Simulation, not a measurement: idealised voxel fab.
Proc. module: voxel plated lines
In the cross-section labelled cut, the width is 265 nm and each square cell is 5 nm.
Cross-section spec: square-cell grid; bands listed top down; each band is one or more rows.
First you get the band's top height and its bottom height, in nm, and then the materials it's made of, left to right, with each width in nm. If you see a single material with "everywhere", that one covers the band edge to edge. "empty" is empty space.
Heights are measured from 0, the level below which the as-received wafer is all one material; the lowest band has no bottom and continues downward, written as in "0 and below".
Top row gets the first number, bottom row gets the second, and each row in between changes by the same step: that is how a band width like "30->40" works.
Where a step carries "stayed the same", the cross-section came out of it unchanged, cell for cell.
Closed empty spaces (no open way to the top) of 8 cells or more are what "Unvented cavities" lists, each as width x height at distance from the left edge, nm for all three.
What comes after the settings on a step's line is commentary from the simulator itself on that step.
The optional step-line setting "overlay nm" applies to steps with a mask and quantifies how far to the right of its planned location the mask lay, a negative value indicating leftward placement.

So here's the lineup of process steps we planned:
1: RECEIVE,material Si
2: CONFORMAL_DEP,material SiO2,thk nm 5
3: DIRECTIONAL_DEP,material TiN,thk nm 5
4: PATTERN,tone open,mask id LINES,material resist,width nm 15,pitch nm 45,thk nm 25,overlay nm 0
5: EPI,material Ru,thk nm 5
6: EPI,material Ru,thk nm 5
7: STRIP,etch materials resist
8: DIRECTIONAL_ETCH,etch materials TiN,depth nm 5
9: CONFORMAL_DEP,material SiN,thk nm 5
For clarity, it should be stated that the wafers under discussion commence in an identical condition and differ with respect to the width nm of step 4, the plan indicating the value that the first wafer had.

Cross-section: the first of several wafers in its as-received state, i.e. following step 1:
	0 and below  Si everywhere
	Unvented cavities: none

Below: a row per wafer. Contents at end of module: for every material, cells gained since receipt (+) or lost since receipt (-); then closed voids:
width nm 15, +24 Ru, +77 SiN, +53 SiO2, +12 TiN, Unvented cavities: none
width nm 20, +32 Ru, +77 SiN, +53 SiO2, +16 TiN, Unvented cavities: none
width nm 25, +40 Ru, +77 SiN, +53 SiO2, +20 TiN, Unvented cavities: none
width nm 30, +48 Ru, +77 SiN, +53 SiO2, +24 TiN, Unvented cavities: none
